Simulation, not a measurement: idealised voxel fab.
Process module name: voxel wiring stack
140 nm wide, 5 nm square cells: that's cross-section cut.
When this document writes out a cross-section, it uses a grid of square cells and lists it as bands, beginning at the top and moving down, with a band standing for one or more rows of cells.
Band: top and bottom heights (nm) first, top before bottom; then materials from left to right, widths in nm. "throughout" marks a sole material filling the band edge to edge. "air" denotes empty space.
Zero point of the height axis is 0; under it, received wafer = one material. Lowest band: continues down indefinitely, "0 and below".
So if you see something like "30..40" for the width, read it as the top row of the band sitting at the first number and the bottom row at the second, with every row in between moving by the same amount as the last.
A step reported as "remained unchanged" is a step in which no cell of the cross-section changed.
"Enclosed void entries": empty spaces of 8 cells or more with no open way to the top, each given as width x height at distance, distance from the left edge, all in nm.
Text after the settings on a step's line: the simulator's own remark on that step.
"overlay nm", when on a step's line for a step with a mask, measures how far to the right of its planned place the mask lay; a negative measure means to the left.

-- Process steps (planned)
- 1: RECEIVE (material Si)
- 2: CONFORMAL_DEP (material SiO2; thk nm 10)
- 3: CONFORMAL_DEP (material SiCN; thk nm 5)
- 4: DIRECTIONAL_DEP (material SiO2; thk nm 25)
- 5: MASKED_ETCH (tone open; mask id METAL_1; width nm 20; pitch nm 35; etch materials SiO2; depth nm 25; overlay nm 0)
- 6: MASKED_ETCH (tone open; mask id METAL_1; width nm 20; pitch nm 35; etch materials SiCN; depth nm 5; overlay nm 0)
- 7: CONFORMAL_DEP (material TiN; thk nm 5)
- 8: FILL_DEP (material W; thk nm 10)
- 9: CMP (height nm 40)
- 10: EPI (material Ru; thk nm 5)
- 11: FILL_DEP (material SiCN; thk nm 5)
- 12: DIRECTIONAL_DEP (material lowk; thk nm 10)
- 13: PATTERN (tone open; mask id PLUG_1; material resist; width nm 15; pitch nm 70; thk nm 20; overlay nm 0)
- 14: DIRECTIONAL_ETCH (etch materials lowk; depth nm 10)
- 15: DIRECTIONAL_ETCH (etch materials SiCN; depth nm 5)
- 16: STRIP (etch materials resist)
- 17: CONFORMAL_DEP (material TiN; thk nm 5)
- 18: FILL_DEP (material W; thk nm 5)
- 19: CMP (height nm 60)
- 20: DIRECTIONAL_DEP (material TiN; thk nm 5)
- 21: DIRECTIONAL_DEP (material Ru; thk nm 20)
- 22: MASKED_ETCH (tone cover; mask id METAL_2; width nm 20; pitch nm 35; etch materials Ru; depth nm 20; overlay nm 0)
- 23: MASKED_ETCH (tone cover; mask id METAL_2; width nm 20; pitch nm 35; etch materials TiN; depth nm 5; overlay nm 0)
- 24: CONFORMAL_DEP (material SiN; thk nm 5)
- 25: FILL_DEP (material lowk; thk nm 10)
- 26: CMP (height nm 85)
- 27: CONFORMAL_DEP (material SiCN; thk nm 5)
- 28: DIRECTIONAL_DEP (material SiO2; thk nm 35)
- 29: PATTERN (tone open; mask id METAL_3; material resist; width nm 20; pitch nm 35; thk nm 15; overlay nm 0)
- 30: DIRECTIONAL_ETCH (etch materials SiO2; depth nm 20)
- 31: STRIP (etch materials resist)
- 32: PATTERN (tone open; mask id METAL_3_HOLES; material resist; width nm 15; pitch nm 35; thk nm 15; overlay nm 0)
- 33: DIRECTIONAL_ETCH (etch materials SiO2; depth nm 15)
- 34: DIRECTIONAL_ETCH (etch materials SiCN; depth nm 5)
- 35: STRIP (etch materials resist)
- 36: CONFORMAL_DEP (material TiN; thk nm 5)
- 37: FILL_DEP (material Cu; thk nm 10)
- 38: CMP (height nm 125)
- 39: CONFORMAL_DEP (material SiN; thk nm 5)

-- as received, after step 1
	0 and below | Si throughout
	Enclosed void entries: none

-- The following cross-section depicts the wafer upon conclusion of the module. Processing commenced from the starting condition illustrated above and adhered to the plan illustrated above, save for one mistake in execution
	130 down to 125 | SiN throughout
	125 down to 110 | 25 of SiO2, then 5 of TiN, then 10 of Cu, then 5 of TiN, then 15 of SiO2, then 5 of TiN, then 10 of Cu, then 5 of TiN, then 15 of SiO2, then 5 of TiN, then 10 of Cu, then 5 of TiN, then 25 of SiO2
	110 down to 105 | 25 of SiO2, then 5 of TiN, then 5 of Cu, then 10 of TiN, then 15 of SiO2, then 5 of TiN, then 5 of Cu, then 10 of TiN, then 15 of SiO2, then 5 of TiN, then 5 of Cu, then 10 of TiN, then 25 of SiO2
	105 down to 90 | 25 of SiO2, then 5 of TiN, then 5 of Cu, then 5 of TiN, then 20 of SiO2, then 5 of TiN, then 5 of Cu, then 5 of TiN, then 20 of SiO2, then 5 of TiN, then 5 of Cu, then 5 of TiN, then 30 of SiO2
	90 down to 85 | 25 of SiCN, then 15 of TiN, then 20 of SiCN, then 15 of TiN, then 20 of SiCN, then 15 of TiN, then 30 of SiCN
	85 down to 65 | 20 of lowk, then 5 of SiN, then 20 of Ru, then 5 of SiN, then 5 of lowk, then 5 of SiN, then 20 of Ru, then 5 of SiN, then 5 of lowk, then 5 of SiN, then 20 of Ru, then 5 of SiN, then 20 of lowk
	65 down to 60 | 25 of SiN, then 20 of TiN, then 15 of SiN, then 20 of TiN, then 15 of SiN, then 20 of TiN, then 25 of SiN
	60 down to 50 | 25 of lowk, then 5 of TiN, then 5 of W, then 5 of TiN, then 55 of lowk, then 5 of TiN, then 5 of W, then 5 of TiN, then 30 of lowk
	50 down to 45 | 25 of SiCN, then 15 of TiN, then 55 of SiCN, then 15 of TiN, then 30 of SiCN
	45 down to 40 | Ru throughout
	40 down to 35 | 30 of TiN, then 10 of W, then 25 of TiN, then 10 of W, then 25 of TiN, then 10 of W, then 30 of TiN
	35 down to 15 | 25 of SiO2, then 5 of TiN, then 10 of W, then 5 of TiN, then 15 of SiO2, then 5 of TiN, then 10 of W, then 5 of TiN, then 15 of SiO2, then 5 of TiN, then 10 of W, then 5 of TiN, then 25 of SiO2
	15 down to 10 | 25 of SiCN, then 20 of TiN, then 15 of SiCN, then 20 of TiN, then 15 of SiCN, then 20 of TiN, then 25 of SiCN
	10 down to 0 | SiO2 throughout
	0 and below | Si throughout
	Enclosed void entries: none
What was done differently from what was planned? rather than as planned, step 4 actually ran as DIRECTIONAL_DEP (material SiO2; thk nm 20)
